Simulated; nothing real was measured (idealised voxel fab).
Process module heading - voxel air gaps
The width of the displayed cross-section, cut, is 210 nm; its cells are square, with a size of 5 nm.
Cross-section spec: square-cell grid; bands listed top down; each band is one or more rows.
It is stipulated that each band's entry specify, in nanometres, the height of the top of the band and then that of its bottom, followed by the materials of the band in left-to-right sequence, each together with its width in nanometres. A single material marked by the word "everywhere" is understood to fill the band from edge to edge; the word "blank" is understood to denote empty space.
Heights are measured from 0, the level below which the as-received wafer is all one material; the lowest band has no bottom and continues downward, written as in "0 and below".
Quick explanation for "30..40": the width changes in equal steps down the rows of cells, from the first number in the band's top row to the second number in its bottom row.
The cross-section has no changed cell in any step marked "no modification".
"Enclosed internal cavities" - sealed voids, min. 8 cells, no opening to top; format: width x height at distance (distance from left edge; nm throughout).
On each step's line, the part that comes after the settings is the simulator's own comment on the step.
The optional step-line setting "overlay nm" applies to steps with a mask and quantifies how far to the right of its planned location the mask lay, a negative value indicating leftward placement.
Steps in the process plan:
step 1: RECEIVE (material Si)
step 2: CONFORMAL_DEP (material SiO2; thk nm 10)
step 3: CONFORMAL_DEP (material SiN; thk nm 5)
step 4: DIRECTIONAL_DEP (material lowk; thk nm 35)
step 5: DIRECTIONAL_DEP (material aC; thk nm 15)
step 6: PATTERN (tone open; mask id LINES; material resist; width nm 15; pitch nm 45; thk nm 30; overlay nm 0)
step 7: DIRECTIONAL_ETCH (etch materials aC; depth nm 15)
step 8: STRIP (etch materials resist)
step 9: DIRECTIONAL_ETCH (etch materials lowk; depth nm 35)
step 10: STRIP (etch materials aC)
step 11: CONFORMAL_DEP (material TiN; thk nm 5)
step 12: FILL_DEP (material Ru; thk nm 5)
step 13: CMP (height nm 50)
step 14: EPI (material Ru; thk nm 10)
step 15: SELECTIVE_ETCH (etch materials lowk; depth nm 45)
step 16: CONFORMAL_DEP (material SiCN; thk nm 5)
Concerning the first of two wafers, which was run in accordance with the plan:
Here's what the wafer looked like in cross-section when it arrived - that's after step 1:
> 0 and below | Si everywhere
> Enclosed internal cavities: none
How the wafer stands in section after step 2:
> 10 down to 0 | SiO2 everywhere
> Anything lower than 0 is untouched.
How the wafer stands in section after step 3:
> 15 down to 10 | SiN everywhere
> Anything lower than 10 is untouched.
How the wafer stands in section after step 4:
> 50 down to 15 | lowk everywhere
> Anything lower than 15 is untouched.
How the wafer stands in section after step 5:
> 65 down to 50 | aC everywhere
> Anything lower than 50 is untouched.
How the wafer stands in section after step 6:
> 95 down to 65 | resist: 30, blank: 15, resist: 30, blank: 15, resist: 30, blank: 15, resist: 30, blank: 15, resist: 30
> Anything lower than 65 is untouched.
How the wafer stands in section after step 7:
> 80 down to 65 | resist: 30, blank: 15, resist: 30, blank: 15, resist: 30, blank: 15, resist: 30, blank: 15, resist: 30
> 65 down to 50 | aC: 30, blank: 15, aC: 30, blank: 15, aC: 30, blank: 15, aC: 30, blank: 15, aC: 30
> Anything lower than 50 is untouched.
How the wafer stands in section after step 8:
> 65 down to 50 | aC: 30, blank: 15, aC: 30, blank: 15, aC: 30, blank: 15, aC: 30, blank: 15, aC: 30
> Anything lower than 50 is untouched.
How the wafer stands in section after step 9:
> 65 down to 50 | aC: 30, blank: 15, aC: 30, blank: 15, aC: 30, blank: 15, aC: 30, blank: 15, aC: 30
> 50 down to 15 | lowk: 30, blank: 15, lowk: 30, blank: 15, lowk: 30, blank: 15, lowk: 30, blank: 15, lowk: 30
> Anything lower than 15 is untouched.
How the wafer stands in section after step 10:
> 50 down to 15 | lowk: 30, blank: 15, lowk: 30, blank: 15, lowk: 30, blank: 15, lowk: 30, blank: 15, lowk: 30
> Anything lower than 15 is untouched.
How the wafer stands in section after step 11:
> 55 down to 50 | TiN: 35, blank: 5, TiN: 40, blank: 5, TiN: 40, blank: 5, TiN: 40, blank: 5, TiN: 35
> 50 down to 20 | lowk: 30, TiN: 5, blank: 5, TiN: 5, lowk: 30, TiN: 5, blank: 5, TiN: 5, lowk: 30, TiN: 5, blank: 5, TiN: 5, lowk: 30, TiN: 5, blank: 5, TiN: 5, lowk: 30
> 20 down to 15 | lowk: 30, TiN: 15, lowk: 30, TiN: 15, lowk: 30, TiN: 15, lowk: 30, TiN: 15, lowk: 30
> Anything lower than 15 is untouched.
How the wafer stands in section after step 12:
> 60 down to 55 | Ru everywhere
> 55 down to 50 | TiN: 35, Ru: 5, TiN: 40, Ru: 5, TiN: 40, Ru: 5, TiN: 40, Ru: 5, TiN: 35
> 50 down to 20 | lowk: 30, TiN: 5, Ru: 5, TiN: 5, lowk: 30, TiN: 5, Ru: 5, TiN: 5, lowk: 30, TiN: 5, Ru: 5, TiN: 5, lowk: 30, TiN: 5, Ru: 5, TiN: 5, lowk: 30
> Anything lower than 20 is untouched.
How the wafer stands in section after step 13:
> 50 down to 20 | lowk: 30, TiN: 5, Ru: 5, TiN: 5, lowk: 30, TiN: 5, Ru: 5, TiN: 5, lowk: 30, TiN: 5, Ru: 5, TiN: 5, lowk: 30, TiN: 5, Ru: 5, TiN: 5, lowk: 30
> Anything lower than 20 is untouched.
How the wafer stands in section after step 14:
> 60 down to 50 | blank: 20, Ru: 35, blank: 10, Ru: 35, blank: 10, Ru: 35, blank: 10, Ru: 35, blank: 20
> Anything lower than 50 is untouched.
How the wafer stands in section after step 15:
> 60 down to 50 | blank: 20, Ru: 35, blank: 10, Ru: 35, blank: 10, Ru: 35, blank: 10, Ru: 35, blank: 20
> 50 down to 20 | blank: 30, TiN: 5, Ru: 5, TiN: 5, blank: 30, TiN: 5, Ru: 5, TiN: 5, blank: 30, TiN: 5, Ru: 5, TiN: 5, blank: 30, TiN: 5, Ru: 5, TiN: 5, blank: 30
> 20 down to 15 | blank: 30, TiN: 15, blank: 30, TiN: 15, blank: 30, TiN: 15, blank: 30, TiN: 15, blank: 30
> Anything lower than 15 is untouched.
How the wafer stands in section after step 16:
> 65 down to 60 | blank: 15, SiCN: 180, blank: 15
> 60 down to 50 | blank: 15, SiCN: 5, Ru: 35, SiCN: 10, Ru: 35, SiCN: 10, Ru: 35, SiCN: 10, Ru: 35, SiCN: 5, blank: 15
> 50 down to 45 | blank: 15, SiCN: 15, TiN: 5, Ru: 5, TiN: 5, SiCN: 30, TiN: 5, Ru: 5, TiN: 5, SiCN: 30, TiN: 5, Ru: 5, TiN: 5, SiCN: 30, TiN: 5, Ru: 5, TiN: 5, SiCN: 15, blank: 15
> 45 down to 20 | blank: 25, SiCN: 5, TiN: 5, Ru: 5, TiN: 5, SiCN: 5, blank: 20, SiCN: 5, TiN: 5, Ru: 5, TiN: 5, SiCN: 5, blank: 20, SiCN: 5, TiN: 5, Ru: 5, TiN: 5, SiCN: 5, blank: 20, SiCN: 5, TiN: 5, Ru: 5, TiN: 5, SiCN: 5, blank: 25
> 20 down to 15 | SiCN: 30, TiN: 15, SiCN: 30, TiN: 15, SiCN: 30, TiN: 15, SiCN: 30, TiN: 15, SiCN: 30
> Anything lower than 15 is untouched.
> Enclosed internal cavities: 20 x 25 at 50; 20 x 25 at 95; 20 x 25 at 140
Second wafer: same start and same plan as the first, one execution error; identical to the first through step 5:
Second wafer, section view, time point: scheduled end of step 6:
> 95 down to 65 | blank: 30, resist: 15, blank: 30, resist: 15, blank: 30, resist: 15, blank: 30, resist: 15, blank: 30
> Anything lower than 65 is untouched.
Second wafer, section view, time point: scheduled end of step 7:
> 80 down to 65 | blank: 30, resist: 15, blank: 30, resist: 15, blank: 30, resist: 15, blank: 30, resist: 15, blank: 30
> 65 down to 50 | blank: 30, aC: 15, blank: 30, aC: 15, blank: 30, aC: 15, blank: 30, aC: 15, blank: 30
> Anything lower than 50 is untouched.
Second wafer, section view, time point: scheduled end of step 8:
> 65 down to 50 | blank: 30, aC: 15, blank: 30, aC: 15, blank: 30, aC: 15, blank: 30, aC: 15, blank: 30
> Anything lower than 50 is untouched.
Second wafer, section view, time point: scheduled end of step 9:
> 65 down to 50 | blank: 30, aC: 15, blank: 30, aC: 15, blank: 30, aC: 15, blank: 30, aC: 15, blank: 30
> 50 down to 15 | blank: 30, lowk: 15, blank: 30, lowk: 15, blank: 30, lowk: 15, blank: 30, lowk: 15, blank: 30
> Anything lower than 15 is untouched.
Second wafer, section view, time point: scheduled end of step 10:
> 50 down to 15 | blank: 30, lowk: 15, blank: 30, lowk: 15, blank: 30, lowk: 15, blank: 30, lowk: 15, blank: 30
> Anything lower than 15 is untouched.
Second wafer, section view, time point: scheduled end of step 11:
> 55 down to 50 | blank: 25, TiN: 25, blank: 20, TiN: 25, blank: 20, TiN: 25, blank: 20, TiN: 25, blank: 25
> 50 down to 20 | blank: 25, TiN: 5, lowk: 15, TiN: 5, blank: 20, TiN: 5, lowk: 15, TiN: 5, blank: 20, TiN: 5, lowk: 15, TiN: 5, blank: 20, TiN: 5, lowk: 15, TiN: 5, blank: 25
> 20 down to 15 | TiN: 30, lowk: 15, TiN: 30, lowk: 15, TiN: 30, lowk: 15, TiN: 30, lowk: 15, TiN: 30
> Anything lower than 15 is untouched.
Second wafer, section view, time point: scheduled end of step 12:
> 60 down to 55 | Ru everywhere
> 55 down to 50 | Ru: 25, TiN: 25, Ru: 20, TiN: 25, Ru: 20, TiN: 25, Ru: 20, TiN: 25, Ru: 25
> 50 down to 20 | Ru: 25, TiN: 5, lowk: 15, TiN: 5, Ru: 20, TiN: 5, lowk: 15, TiN: 5, Ru: 20, TiN: 5, lowk: 15, TiN: 5, Ru: 20, TiN: 5, lowk: 15, TiN: 5, Ru: 25
> Anything lower than 20 is untouched.
Second wafer, section view, time point: scheduled end of step 13:
> 50 down to 20 | Ru: 25, TiN: 5, lowk: 15, TiN: 5, Ru: 20, TiN: 5, lowk: 15, TiN: 5, Ru: 20, TiN: 5, lowk: 15, TiN: 5, Ru: 20, TiN: 5, lowk: 15, TiN: 5, Ru: 25
> Anything lower than 20 is untouched.
Second wafer, section view, time point: scheduled end of step 14:
> 60 down to 50 | Ru everywhere
> Anything lower than 50 is untouched.
Second wafer, section view, time point: scheduled end of step 15: no modification
Second wafer, section view, time point: scheduled end of step 16:
> 65 down to 60 | SiCN everywhere
> Anything lower than 60 is untouched.
Against the plan, the run slipped here: not per plan at step 6, really ran PATTERN (tone cover; mask id LINES; material resist; width nm 15; pitch nm 45; thk nm 30; overlay nm 0)
Per the end-of-run cell counts, the second wafer holds more or fewer of some materials than the first: Ru: 136 more; SiCN: 104 fewer; TiN: 18 more; lowk: 84 more
closed voids at the end (first wafer, second wafer): 3, 0
